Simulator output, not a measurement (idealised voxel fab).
Presented below is a process module, voxel transistor to metal.
FYI the section here is cut, 300 nm wide, cells are 5 nm squares.
Reading order for cross-sections: top band down to bottom band. Underlying form: a grid of square cells. Band size: one or more rows of cells. It is stipulated that each band's entry specify, in nanometres, the height of the top of the band and then that of its bottom, followed by the materials of the band in left-to-right sequence, each together with its width in nanometres. A single material marked by the word "everywhere" is understood to fill the band from edge to edge; the word "empty" is understood to denote empty space. Ref level 0: as-received wafer is one material below here. Bottom band extends down with no lower bound ("0 down"). A two-number width, for instance "30 to 40", indicates that the width is equal to the first number in the top row of the band and to the second number in the bottom row, and that it changes by a constant amount per row of cells. Given "no modification" for a step, no cell of the cross-section differs between before and after that step. "Cavities, sealed" contains a list of empty spaces, each no smaller than 8 cells and without an open way to the top, written in the form width x height at distance with the distance from the left edge and all three in nm. It should be noted that, on the line of a given step, the content following the step's settings is a remark produced by the simulator itself with respect to that step. overlay nm: right-of-plan distance of the mask on a masked step; negative values mean left-of-plan. Note on reading: below, each pair holds a cross-section from before one process step and one from after it; the one from after shows only down to the lowest band that changed. Beneath the pair, the step in between is stated along with its settings. The pairs can stem from different runs of this module on the same starting wafer. Where a pair's entry headed "Status quo ante" says so, and only there, that pair continues from the pair above it.

-- Status quo ante
	40 to 30: SiO2 75, then SiCN 20, then SiO2 105, then SiCN 20, then SiO2 80
	30 to 10: SiO2 75, then polySi 20, then SiO2 105, then polySi 20, then SiO2 80
	10 to 0: SiO2 55, then pSi 15, then SiO2 5, then polySi 20, then SiO2 5, then pSi 15, then SiO2 65, then pSi 15, then SiO2 5, then polySi 20, then SiO2 5, then pSi 15, then SiO2 60
	0 to -5: SiO2 30, then pSi 40, then SiO2 30, then pSi 40, then SiO2 15, then pSi 40, then SiO2 30, then pSi 40, then SiO2 35
	-5 to -15: SiO2 35, then pSi 35, then Si 30, then pSi 35, then SiO2 25, then pSi 35, then Si 30, then pSi 35, then SiO2 40
	-15 to -20: SiO2 35, then Si 100, then SiO2 25, then Si 100, then SiO2 40
	-20 down: Si everywhere
	Cavities, sealed: none

-- Step Outcome
	50 to 40: SiO2 everywhere
	Below 40, no change.
	Cavities, sealed: none
What was done to get from the upper cross-section to the lower one? DIRECTIONAL_DEP,material SiO2,thk nm 10

Status quo ante: unchanged from the after cross-section in the pair immediately above; refer to that figure.

-- Step Outcome
	70 to 50: resist 40, then empty 30, then resist 30, then empty 30, then resist 35, then empty 30, then resist 30, then empty 30, then resist 45
	Below 50, no change.
	Cavities, sealed: none
What was done to get from the upper cross-section to the lower one? PATTERN,tone open,mask id CONTACT,material resist,width nm 30,thk nm 20,overlay nm 0

Status quo ante: unchanged from the after cross-section in the pair immediately above; refer to that figure.

-- Step Outcome
	70 to 50: resist 40, then empty 30, then resist 30, then empty 30, then resist 35, then empty 30, then resist 30, then empty 30, then resist 45
	50 to 40: SiO2 40, then empty 30, then SiO2 30, then empty 30, then SiO2 35, then empty 30, then SiO2 30, then empty 30, then SiO2 45
	40 to 30: SiO2 40, then empty 30, then SiO2 5, then SiCN 20, then SiO2 5, then empty 30, then SiO2 35, then empty 30, then SiO2 5, then SiCN 20, then SiO2 5, then empty 30, then SiO2 45
	30 to 10: SiO2 40, then empty 30, then SiO2 5, then polySi 20, then SiO2 5, then empty 30, then SiO2 35, then empty 30, then SiO2 5, then polySi 20, then SiO2 5, then empty 30, then SiO2 45
	10 to 0: SiO2 40, then empty 15, then pSi 15, then SiO2 5, then polySi 20, then SiO2 5, then pSi 15, then empty 15, then SiO2 35, then empty 15, then pSi 15, then SiO2 5, then polySi 20, then SiO2 5, then pSi 15, then empty 15, then SiO2 45
	Below 0, no change.
	Cavities, sealed: none
What was done to get from the upper cross-section to the lower one? DIRECTIONAL_ETCH,etch materials SiO2,depth nm 50

Status quo ante: unchanged from the after cross-section in the pair immediately above; refer to that figure.

-- Step Outcome
	50 to 40: SiO2 40, then empty 30, then SiO2 30, then empty 30, then SiO2 35, then empty 30, then SiO2 30, then empty 30, then SiO2 45
	Below 40, no change.
	Cavities, sealed: none
What was done to get from the upper cross-section to the lower one? STRIP,etch materials resist

Status quo ante: unchanged from the after cross-section in the pair immediately above; refer to that figure.

-- Step Outcome
	55 to 50: TiN 45, then empty 20, then TiN 40, then empty 20, then TiN 45, then empty 20, then TiN 40, then empty 20, then TiN 50
	50 to 40: SiO2 40, then TiN 5, then empty 20, then TiN 5, then SiO2 30, then TiN 5, then empty 20, then TiN 5, then SiO2 35, then TiN 5, then empty 20, then TiN 5, then SiO2 30, then TiN 5, then empty 20, then TiN 5, then SiO2 45
	40 to 30: SiO2 40, then TiN 5, then empty 20, then TiN 5, then SiO2 5, then SiCN 20, then SiO2 5, then TiN 5, then empty 20, then TiN 5, then SiO2 35, then TiN 5, then empty 20, then TiN 5, then SiO2 5, then SiCN 20, then SiO2 5, then TiN 5, then empty 20, then TiN 5, then SiO2 45
	30 to 15: SiO2 40, then TiN 5, then empty 20, then TiN 5, then SiO2 5, then polySi 20, then SiO2 5, then TiN 5, then empty 20, then TiN 5, then SiO2 35, then TiN 5, then empty 20, then TiN 5, then SiO2 5, then polySi 20, then SiO2 5, then TiN 5, then empty 20, then TiN 5, then SiO2 45
	15 to 10: SiO2 40, then TiN 5, then empty 5, then TiN 20, then SiO2 5, then polySi 20, then SiO2 5, then TiN 20, then empty 5, then TiN 5, then SiO2 35, then TiN 5, then empty 5, then TiN 20, then SiO2 5, then polySi 20, then SiO2 5, then TiN 20, then empty 5, then TiN 5, then SiO2 45
	10 to 5: SiO2 40, then TiN 5, then empty 5, then TiN 5, then pSi 15, then SiO2 5, then polySi 20, then SiO2 5, then pSi 15, then TiN 5, then empty 5, then TiN 5, then SiO2 35, then TiN 5, then empty 5, then TiN 5, then pSi 15, then SiO2 5, then polySi 20, then SiO2 5, then pSi 15, then TiN 5, then empty 5, then TiN 5, then SiO2 45
	5 to 0: SiO2 40, then TiN 15, then pSi 15, then SiO2 5, then polySi 20, then SiO2 5, then pSi 15, then TiN 15, then SiO2 35, then TiN 15, then pSi 15, then SiO2 5, then polySi 20, then SiO2 5, then pSi 15, then TiN 15, then SiO2 45
	Below 0, no change.
	Cavities, sealed: none
What was done to get from the upper cross-section to the lower one? CONFORMAL_DEP,material TiN,thk nm 5

Status quo ante: unchanged from the after cross-section in the pair immediately above; refer to that figure.

-- Step Outcome
	60 to 55: Ru everywhere
	55 to 50: TiN 45, then Ru 20, then TiN 40, then Ru 20, then TiN 45, then Ru 20, then TiN 40, then Ru 20, then TiN 50
	50 to 40: SiO2 40, then TiN 5, then Ru 20, then TiN 5, then SiO2 30, then TiN 5, then Ru 20, then TiN 5, then SiO2 35, then TiN 5, then Ru 20, then TiN 5, then SiO2 30, then TiN 5, then Ru 20, then TiN 5, then SiO2 45
	40 to 30: SiO2 40, then TiN 5, then Ru 20, then TiN 5, then SiO2 5, then SiCN 20, then SiO2 5, then TiN 5, then Ru 20, then TiN 5, then SiO2 35, then TiN 5, then Ru 20, then TiN 5, then SiO2 5, then SiCN 20, then SiO2 5, then TiN 5, then Ru 20, then TiN 5, then SiO2 45
	30 to 15: SiO2 40, then TiN 5, then Ru 20, then TiN 5, then SiO2 5, then polySi 20, then SiO2 5, then TiN 5, then Ru 20, then TiN 5, then SiO2 35, then TiN 5, then Ru 20, then TiN 5, then SiO2 5, then polySi 20, then SiO2 5, then TiN 5, then Ru 20, then TiN 5, then SiO2 45
	15 to 10: SiO2 40, then TiN 5, then Ru 5, then TiN 20, then SiO2 5, then polySi 20, then SiO2 5, then TiN 20, then Ru 5, then TiN 5, then SiO2 35, then TiN 5, then Ru 5, then TiN 20, then SiO2 5, then polySi 20, then SiO2 5, then TiN 20, then Ru 5, then TiN 5, then SiO2 45
	10 to 5: SiO2 40, then TiN 5, then Ru 5, then TiN 5, then pSi 15, then SiO2 5, then polySi 20, then SiO2 5, then pSi 15, then TiN 5, then Ru 5, then TiN 5, then SiO2 35, then TiN 5, then Ru 5, then TiN 5, then pSi 15, then SiO2 5, then polySi 20, then SiO2 5, then pSi 15, then TiN 5, then Ru 5, then TiN 5, then SiO2 45
	Below 5, no change.
	Cavities, sealed: none
What was done to get from the upper cross-section to the lower one? FILL_DEP,material Ru,thk nm 5

Status quo ante: unchanged from the after cross-section in the pair immediately above; refer to that figure.

-- Step Outcome
	50 to 40: SiO2 40, then TiN 5, then Ru 20, then TiN 5, then SiO2 30, then TiN 5, then Ru 20, then TiN 5, then SiO2 35, then TiN 5, then Ru 20, then TiN 5, then SiO2 30, then TiN 5, then Ru 20, then TiN 5, then SiO2 45
	Below 40, no change.
	Cavities, sealed: none
What was done to get from the upper cross-section to the lower one? CMP,height nm 50

Status quo ante: unchanged from the after cross-section in the pair immediately above; refer to that figure.

-- Step Outcome
	55 to 50: TiN everywhere
	Below 50, no change.
	Cavities, sealed: none
What was done to get from the upper cross-section to the lower one? DIRECTIONAL_DEP,material TiN,thk nm 5

Status quo ante: unchanged from the after cross-section in the pair immediately above; refer to that figure.

-- Step Outcome
	80 to 55: W everywhere
	Below 55, no change.
	Cavities, sealed: none
What was done to get from the upper cross-section to the lower one? DIRECTIONAL_DEP,material W,thk nm 25

Status quo ante: unchanged from the after cross-section in the pair immediately above; refer to that figure.

-- Step Outcome
	90 to 80: aC everywhere
	Below 80, no change.
	Cavities, sealed: none
What was done to get from the upper cross-section to the lower one? DIRECTIONAL_DEP,material aC,thk nm 10

Status quo ante: unchanged from the after cross-section in the pair immediately above; refer to that figure.

-- Step Outcome
	120 to 90: empty 40, then resist 15, then empty 60, then resist 15, then empty 35, then resist 15, then empty 60, then resist 15, then empty 45
	Below 90, no change.
	Cavities, sealed: none
What was done to get from the upper cross-section to the lower one? PATTERN,tone cover,mask id METAL_1,material resist,width nm 15,thk nm 30,overlay nm 0

Status quo ante: unchanged from the after cross-section in the pair immediately above; refer to that figure.

-- Step Outcome
	110 to 90: empty 40, then resist 15, then empty 60, then resist 15, then empty 35, then resist 15, then empty 60, then resist 15, then empty 45
	90 to 80: empty 40, then aC 15, then empty 60, then aC 15, then empty 35, then aC 15, then empty 60, then aC 15, then empty 45
	Below 80, no change.
	Cavities, sealed: none
What was done to get from the upper cross-section to the lower one? DIRECTIONAL_ETCH,etch materials aC,depth nm 10

Status quo ante: unchanged from the after cross-section in the pair immediately above; refer to that figure.

-- Step Outcome
	90 to 80: empty 40, then aC 15, then empty 60, then aC 15, then empty 35, then aC 15, then empty 60, then aC 15, then empty 45
	Below 80, no change.
	Cavities, sealed: none
What was done to get from the upper cross-section to the lower one? STRIP,etch materials resist

Status quo ante: unchanged from the after cross-section in the pair immediately above; refer to that figure.

-- Step Outcome
	90 to 80: empty 40, then aC 15, then empty 60, then aC 15, then empty 35, then aC 15, then empty 60, then aC 15, then empty 45
	80 to 55: empty 40, then W 15, then empty 60, then W 15, then empty 35, then W 15, then empty 60, then W 15, then empty 45
	Below 55, no change.
	Cavities, sealed: none
What was done to get from the upper cross-section to the lower one? DIRECTIONAL_ETCH,etch materials W,depth nm 25

Status quo ante: unchanged from the after cross-section in the pair immediately above; refer to that figure.

-- Step Outcome
	90 to 80: empty 40, then aC 15, then empty 60, then aC 15, then empty 35, then aC 15, then empty 60, then aC 15, then empty 45
	80 to 55: empty 40, then W 15, then empty 60, then W 15, then empty 35, then W 15, then empty 60, then W 15, then empty 45
	55 to 50: empty 40, then TiN 15, then empty 60, then TiN 15, then empty 35, then TiN 15, then empty 60, then TiN 15, then empty 45
	Below 50, no change.
	Cavities, sealed: none
What was done to get from the upper cross-section to the lower one? DIRECTIONAL_ETCH,etch materials TiN,depth nm 5

Status quo ante: unchanged from the after cross-section in the pair immediately above; refer to that figure.

-- Step Outcome
	80 to 55: empty 40, then W 15, then empty 60, then W 15, then empty 35, then W 15, then empty 60, then W 15, then empty 45
	Below 55, no change.
	Cavities, sealed: none
What was done to get from the upper cross-section to the lower one? STRIP,etch materials aC

Status quo ante: unchanged from the after cross-section in the pair immediately above; refer to that figure.

-- Step Outcome
	85 to 80: empty 35, then SiCN 25, then empty 50, then SiCN 25, then empty 25, then SiCN 25, then empty 50, then SiCN 25, then empty 40
	80 to 55: empty 35, then SiCN 5, then W 15, then SiCN 5, then empty 50, then SiCN 5, then W 15, then SiCN 5, then empty 25, then SiCN 5, then W 15, then SiCN 5, then empty 50, then SiCN 5, then W 15, then SiCN 5, then empty 40
	55 to 50: SiCN 40, then TiN 15, then SiCN 60, then TiN 15, then SiCN 35, then TiN 15, then SiCN 60, then TiN 15, then SiCN 45
	Below 50, no change.
	Cavities, sealed: none
What was done to get from the upper cross-section to the lower one? CONFORMAL_DEP,material SiCN,thk nm 5

Status quo ante: unchanged from the after cross-section in the pair immediately above; refer to that figure.

-- Step Outcome
	95 to 85: SiO2 everywhere
	85 to 80: SiO2 35, then SiCN 25, then SiO2 50, then SiCN 25, then SiO2 25, then SiCN 25, then SiO2 50, then SiCN 25, then SiO2 40
	80 to 55: SiO2 35, then SiCN 5, then W 15, then SiCN 5, then SiO2 50, then SiCN 5, then W 15, then SiCN 5, then SiO2 25, then SiCN 5, then W 15, then SiCN 5, then SiO2 50, then SiCN 5, then W 15, then SiCN 5, then SiO2 40
	Below 55, no change.
	Cavities, sealed: none
What was done to get from the upper cross-section to the lower one? FILL_DEP,material SiO2,thk nm 10

Status quo ante: unchanged from the after cross-section in the pair immediately above; refer to that figure.

-- Step Outcome
	80 to 55: SiO2 35, then SiCN 5, then W 15, then SiCN 5, then SiO2 50, then SiCN 5, then W 15, then SiCN 5, then SiO2 25, then SiCN 5, then W 15, then SiCN 5, then SiO2 50, then SiCN 5, then W 15, then SiCN 5, then SiO2 40
	Below 55, no change.
	Cavities, sealed: none
What was done to get from the upper cross-section to the lower one? CMP,height nm 80

Status quo ante: unchanged from the after cross-section in the pair immediately above; refer to that figure.

-- Step Outcome
	85 to 80: SiCN everywhere
	Below 80, no change.
	Cavities, sealed: none
What was done to get from the upper cross-section to the lower one? CONFORMAL_DEP,material SiCN,thk nm 5

-- Status quo ante
	35 to 20: empty 35, then resist 100, then empty 25, then resist 100, then empty 40
	20 to 5: empty 35, then SiN 100, then empty 25, then SiN 100, then empty 40
	5 to 0: empty 35, then SiO2 100, then empty 25, then SiO2 100, then empty 40
	0 to -20: empty 35, then Si 100, then empty 25, then Si 100, then empty 40
	-20 down: Si everywhere
	Cavities, sealed: none

-- Step Outcome
	35 to 20: empty 35, then resist 100, then empty 25, then resist 100, then empty 40
	20 to 5: empty 35, then SiN 100, then empty 25, then SiN 100, then empty 40
	5 to 0: empty 35, then SiO2 100, then empty 25, then SiO2 100, then empty 40
	0 to -40: empty 35, then Si 100, then empty 25, then Si 100, then empty 40
	Below -40, no change.
	Cavities, sealed: none
What was done to get from the upper cross-section to the lower one? DIRECTIONAL_ETCH,etch materials Si,depth nm 20

Status quo ante: unchanged from the after cross-section in the pair immediately above; refer to that figure.

-- Step Outcome
	20 to 5: empty 35, then SiN 100, then empty 25, then SiN 100, then empty 40
	Below 5, no change.
	Cavities, sealed: none
What was done to get from the upper cross-section to the lower one? STRIP,etch materials resist

Status quo ante: unchanged from the after cross-section in the pair immediately above; refer to that figure.

-- Step Outcome
	30 to 20: SiO2 everywhere
	20 to 5: SiO2 35, then SiN 100, then SiO2 25, then SiN 100, then SiO2 40
	5 to 0: SiO2 everywhere
	0 to -40: SiO2 35, then Si 100, then SiO2 25, then Si 100, then SiO2 40
	Below -40, no change.
	Cavities, sealed: none
What was done to get from the upper cross-section to the lower one? FILL_DEP,material SiO2,thk nm 10

Status quo ante: unchanged from the after cross-section in the pair immediately above; refer to that figure.

-- Step Outcome
	20 to 5: SiO2 35, then SiN 100, then SiO2 25, then SiN 100, then SiO2 40
	Below 5, no change.
	Cavities, sealed: none
What was done to get from the upper cross-section to the lower one? CMP,height nm 20

Status quo ante: unchanged from the after cross-section in the pair immediately above; refer to that figure.

-- Step Outcome
	20 to 5: empty 35, then SiN 100, then empty 25, then SiN 100, then empty 40
	Below 5, no change.
	Cavities, sealed: none
What was done to get from the upper cross-section to the lower one? SELECTIVE_ETCH,etch materials SiO2,depth nm 15

Status quo ante: unchanged from the after cross-section in the pair immediately above; refer to that figure.

-- Step Outcome
	5 to 0: SiO2 everywhere
	Below 0, no change.
	Cavities, sealed: none
What was done to get from the upper cross-section to the lower one? STRIP,etch materials SiN

Status quo ante: unchanged from the after cross-section in the pair immediately above; refer to that figure.

-- Step Outcome
	0 to -40: SiO2 35, then Si 100, then SiO2 25, then Si 100, then SiO2 40
	Below -40, no change.
	Cavities, sealed: none
What was done to get from the upper cross-section to the lower one? SELECTIVE_ETCH,etch materials SiO2,depth nm 5

Status quo ante: unchanged from the after cross-section in the pair immediately above; refer to that figure.

-- Step Outcome
	0 to -5: SiO2 everywhere
	Below -5, no change.
	Cavities, sealed: none
What was done to get from the upper cross-section to the lower one? OXIDIZE,depth nm 5

Status quo ante: unchanged from the after cross-section in the pair immediately above; refer to that figure.

-- Step Outcome
	30 to 0: polySi everywhere
	Below 0, no change.
	Cavities, sealed: none
What was done to get from the upper cross-section to the lower one? DIRECTIONAL_DEP,material polySi,thk nm 30

Status quo ante: unchanged from the after cross-section in the pair immediately above; refer to that figure.

-- Step Outcome
	40 to 30: SiCN everywhere
	Below 30, no change.
	Cavities, sealed: none
What was done to get from the upper cross-section to the lower one? DIRECTIONAL_DEP,material SiCN,thk nm 10

Status quo ante: unchanged from the after cross-section in the pair immediately above; refer to that figure.

-- Step Outcome
	60 to 40: empty 75, then resist 20, then empty 105, then resist 20, then empty 80
	Below 40, no change.
	Cavities, sealed: none
What was done to get from the upper cross-section to the lower one? PATTERN,tone cover,mask id GATE,material resist,width nm 20,pitch nm 125,thk nm 20,overlay nm 0

Status quo ante: unchanged from the after cross-section in the pair immediately above; refer to that figure.

-- Step Outcome
	60 to 40: empty 75, then resist 20, then empty 105, then resist 20, then empty 80
	40 to 30: empty 75, then SiCN 20, then empty 105, then SiCN 20, then empty 80
	Below 30, no change.
	Cavities, sealed: none
What was done to get from the upper cross-section to the lower one? DIRECTIONAL_ETCH,etch materials SiCN,depth nm 20

Status quo ante: unchanged from the after cross-section in the pair immediately above; refer to that figure.

-- Step Outcome
	60 to 40: empty 75, then resist 20, then empty 105, then resist 20, then empty 80
	40 to 30: empty 75, then SiCN 20, then empty 105, then SiCN 20, then empty 80
	30 to 0: empty 75, then polySi 20, then empty 105, then polySi 20, then empty 80
	Below 0, no change.
	Cavities, sealed: none
What was done to get from the upper cross-section to the lower one? DIRECTIONAL_ETCH,etch materials polySi,depth nm 40

Status quo ante: unchanged from the after cross-section in the pair immediately above; refer to that figure.

-- Step Outcome
	40 to 30: empty 75, then SiCN 20, then empty 105, then SiCN 20, then empty 80
	Below 30, no change.
	Cavities, sealed: none
What was done to get from the upper cross-section to the lower one? STRIP,etch materials resist

Status quo ante: unchanged from the after cross-section in the pair immediately above; refer to that figure.

-- Step Outcome
	45 to 40: empty 70, then SiO2 30, then empty 95, then SiO2 30, then empty 75
	40 to 30: empty 70, then SiO2 5, then SiCN 20, then SiO2 5, then empty 95, then SiO2 5, then SiCN 20, then SiO2 5, then empty 75
	30 to 5: empty 70, then SiO2 5, then polySi 20, then SiO2 5, then empty 95, then SiO2 5, then polySi 20, then SiO2 5, then empty 75
	5 to 0: SiO2 75, then polySi 20, then SiO2 105, then polySi 20, then SiO2 80
	Below 0, no change.
	Cavities, sealed: none
What was done to get from the upper cross-section to the lower one? CONFORMAL_DEP,material SiO2,thk nm 5

Status quo ante: unchanged from the after cross-section in the pair immediately above; refer to that figure.

-- Step Outcome
	40 to 30: empty 70, then SiO2 5, then SiCN 20, then SiO2 5, then empty 95, then SiO2 5, then SiCN 20, then SiO2 5, then empty 75
	30 to 0: empty 70, then SiO2 5, then polySi 20, then SiO2 5, then empty 95, then SiO2 5, then polySi 20, then SiO2 5, then empty 75
	Below 0, no change.
	Cavities, sealed: none
What was done to get from the upper cross-section to the lower one? DIRECTIONAL_ETCH,etch materials SiO2,depth nm 5

Status quo ante: unchanged from the after cross-section in the pair immediately above; refer to that figure.

-- Step Outcome
	45 to 40: empty 65, then SiN 40, then empty 85, then SiN 40, then empty 70
	40 to 30: empty 65, then SiN 5, then SiO2 5, then SiCN 20, then SiO2 5, then SiN 5, then empty 85, then SiN 5, then SiO2 5, then SiCN 20, then SiO2 5, then SiN 5, then empty 70
	30 to 5: empty 65, then SiN 5, then SiO2 5, then polySi 20, then SiO2 5, then SiN 5, then empty 85, then SiN 5, then SiO2 5, then polySi 20, then SiO2 5, then SiN 5, then empty 70
	5 to 0: SiN 70, then SiO2 5, then polySi 20, then SiO2 5, then SiN 95, then SiO2 5, then polySi 20, then SiO2 5, then SiN 75
	Below 0, no change.
	Cavities, sealed: none
What was done to get from the upper cross-section to the lower one? CONFORMAL_DEP,material SiN,thk nm 5

Status quo ante: unchanged from the after cross-section in the pair immediately above; refer to that figure.

-- Step Outcome
	40 to 30: empty 65, then SiN 5, then SiO2 5, then SiCN 20, then SiO2 5, then SiN 5, then empty 85, then SiN 5, then SiO2 5, then SiCN 20, then SiO2 5, then SiN 5, then empty 70
	30 to 0: empty 65, then SiN 5, then SiO2 5, then polySi 20, then SiO2 5, then SiN 5, then empty 85, then SiN 5, then SiO2 5, then polySi 20, then SiO2 5, then SiN 5, then empty 70
	Below 0, no change.
	Cavities, sealed: none
What was done to get from the upper cross-section to the lower one? DIRECTIONAL_ETCH,etch materials SiN,depth nm 5

Status quo ante: unchanged from the after cross-section in the pair immediately above; refer to that figure.

-- Step Outcome
	40 to 35: empty 65, then SiN 5, then empty 5, then SiCN 20, then empty 5, then SiN 5, then empty 85, then SiN 5, then empty 5, then SiCN 20, then empty 5, then SiN 5, then empty 70
	35 to 30: empty 65, then SiN 5, then SiO2 5, then SiCN 20, then SiO2 5, then SiN 5, then empty 85, then SiN 5, then SiO2 5, then SiCN 20, then SiO2 5, then SiN 5, then empty 70
	30 to 0: empty 65, then SiN 5, then SiO2 5, then polySi 20, then SiO2 5, then SiN 5, then empty 85, then SiN 5, then SiO2 5, then polySi 20, then SiO2 5, then SiN 5, then empty 70
	0 to -5: empty 65, then SiO2 40, then empty 85, then SiO2 40, then empty 70
	Below -5, no change.
	Cavities, sealed: none
What was done to get from the upper cross-section to the lower one? DIRECTIONAL_ETCH,etch materials SiO2,depth nm 5

Status quo ante: unchanged from the after cross-section in the pair immediately above; refer to that figure.

-- Step Outcome
	40 to 35: empty 65, then SiN 5, then empty 5, then SiCN 20, then empty 5, then SiN 5, then empty 85, then SiN 5, then empty 5, then SiCN 20, then empty 5, then SiN 5, then empty 70
	35 to 30: empty 65, then SiN 5, then SiO2 5, then SiCN 20, then SiO2 5, then SiN 5, then empty 85, then SiN 5, then SiO2 5, then SiCN 20, then SiO2 5, then SiN 5, then empty 70
	30 to 0: empty 65, then SiN 5, then SiO2 5, then polySi 20, then SiO2 5, then SiN 5, then empty 85, then SiN 5, then SiO2 5, then polySi 20, then SiO2 5, then SiN 5, then empty 70
	0 to -5: empty 65, then SiO2 40, then empty 85, then SiO2 40, then empty 70
	-5 to -15: SiO2 35, then empty 30, then Si 40, then empty 30, then SiO2 25, then empty 30, then Si 40, then empty 30, then SiO2 40
	Below -15, no change.
	Cavities, sealed: none
What was done to get from the upper cross-section to the lower one? DIRECTIONAL_ETCH,etch materials Si,depth nm 10

Status quo ante: unchanged from the after cross-section in the pair immediately above; refer to that figure.

-- Step Outcome
	40 to 35: empty 65, then SiN 5, then empty 5, then SiCN 20, then empty 5, then SiN 5, then empty 85, then SiN 5, then empty 5, then SiCN 20, then empty 5, then SiN 5, then empty 70
	35 to 30: empty 65, then SiN 5, then SiO2 5, then SiCN 20, then SiO2 5, then SiN 5, then empty 85, then SiN 5, then SiO2 5, then SiCN 20, then SiO2 5, then SiN 5, then empty 70
	30 to 10: empty 65, then SiN 5, then SiO2 5, then polySi 20, then SiO2 5, then SiN 5, then empty 85, then SiN 5, then SiO2 5, then polySi 20, then SiO2 5, then SiN 5, then empty 70
	10 to 0: empty 50, then pSi 15, then SiN 5, then SiO2 5, then polySi 20, then SiO2 5, then SiN 5, then pSi 15, then empty 55, then pSi 15, then SiN 5, then SiO2 5, then polySi 20, then SiO2 5, then SiN 5, then pSi 15, then empty 55
	0 to -5: empty 30, then pSi 35, then SiO2 40, then pSi 35, then empty 15, then pSi 35, then SiO2 40, then pSi 35, then empty 35
	-5 to -15: SiO2 35, then pSi 30, then Si 40, then pSi 30, then SiO2 25, then pSi 30, then Si 40, then pSi 30, then SiO2 40
	Below -15, no change.
	Cavities, sealed: none
What was done to get from the upper cross-section to the lower one? EPI,material pSi,thk nm 15

Status quo ante: unchanged from the after cross-section in the pair immediately above; refer to that figure.

-- Step Outcome
	50 to 40: SiO2 everywhere
	40 to 30: SiO2 65, then SiN 5, then SiO2 5, then SiCN 20, then SiO2 5, then SiN 5, then SiO2 85, then SiN 5, then SiO2 5, then SiCN 20, then SiO2 5, then SiN 5, then SiO2 70
	30 to 10: SiO2 65, then SiN 5, then SiO2 5, then polySi 20, then SiO2 5, then SiN 5, then SiO2 85, then SiN 5, then SiO2 5, then polySi 20, then SiO2 5, then SiN 5, then SiO2 70
	10 to 0: SiO2 50, then pSi 15, then SiN 5, then SiO2 5, then polySi 20, then SiO2 5, then SiN 5, then pSi 15, then SiO2 55, then pSi 15, then SiN 5, then SiO2 5, then polySi 20, then SiO2 5, then SiN 5, then pSi 15, then SiO2 55
	0 to -5: SiO2 30, then pSi 35, then SiO2 40, then pSi 35, then SiO2 15, then pSi 35, then SiO2 40, then pSi 35, then SiO2 35
	Below -5, no change.
	Cavities, sealed: none
What was done to get from the upper cross-section to the lower one? FILL_DEP,material SiO2,thk nm 10

Status quo ante: unchanged from the after cross-section in the pair immediately above; refer to that figure.

-- Step Outcome
	40 to 30: SiO2 65, then SiN 5, then SiO2 5, then SiCN 20, then SiO2 5, then SiN 5, then SiO2 85, then SiN 5, then SiO2 5, then SiCN 20, then SiO2 5, then SiN 5, then SiO2 70
	Below 30, no change.
	Cavities, sealed: none
What was done to get from the upper cross-section to the lower one? CMP,height nm 40

Status quo ante: unchanged from the after cross-section in the pair immediately above; refer to that figure.

-- Step Outcome
	50 to 40: SiO2 everywhere
	Below 40, no change.
	Cavities, sealed: none
What was done to get from the upper cross-section to the lower one? DIRECTIONAL_DEP,material SiO2,thk nm 10

Status quo ante: unchanged from the after cross-section in the pair immediately above; refer to that figure.

-- Step Outcome
	70 to 50: resist 40, then empty 30, then resist 30, then empty 30, then resist 35, then empty 30, then resist 30, then empty 30, then resist 45
	Below 50, no change.
	Cavities, sealed: none
What was done to get from the upper cross-section to the lower one? PATTERN,tone open,mask id CONTACT,material resist,width nm 30,thk nm 20,overlay nm 0

Status quo ante: unchanged from the after cross-section in the pair immediately above; refer to that figure.

-- Step Outcome
	70 to 50: resist 40, then empty 30, then resist 30, then empty 30, then resist 35, then empty 30, then resist 30, then empty 30, then resist 45
	50 to 40: SiO2 40, then empty 30, then SiO2 30, then empty 30, then SiO2 35, then empty 30, then SiO2 30, then empty 30, then SiO2 45
	40 to 30: SiO2 40, then empty 25, then SiN 5, then SiO2 5, then SiCN 20, then SiO2 5, then SiN 5, then empty 25, then SiO2 35, then empty 25, then SiN 5, then SiO2 5, then SiCN 20, then SiO2 5, then SiN 5, then empty 25, then SiO2 45
	30 to 10: SiO2 40, then empty 25, then SiN 5, then SiO2 5, then polySi 20, then SiO2 5, then SiN 5, then empty 25, then SiO2 35, then empty 25, then SiN 5, then SiO2 5, then polySi 20, then SiO2 5, then SiN 5, then empty 25, then SiO2 45
	10 to 0: SiO2 40, then empty 10, then pSi 15, then SiN 5, then SiO2 5, then polySi 20, then SiO2 5, then SiN 5, then pSi 15, then empty 10, then SiO2 35, then empty 10, then pSi 15, then SiN 5, then SiO2 5, then polySi 20, then SiO2 5, then SiN 5, then pSi 15, then empty 10, then SiO2 45
	Below 0, no change.
	Cavities, sealed: none
What was done to get from the upper cross-section to the lower one? DIRECTIONAL_ETCH,etch materials SiO2,depth nm 50

Status quo ante: unchanged from the after cross-section in the pair immediately above; refer to that figure.

-- Step Outcome
	50 to 40: SiO2 40, then empty 30, then SiO2 30, then empty 30, then SiO2 35, then empty 30, then SiO2 30, then empty 30, then SiO2 45
	Below 40, no change.
	Cavities, sealed: none
What was done to get from the upper cross-section to the lower one? STRIP,etch materials resist
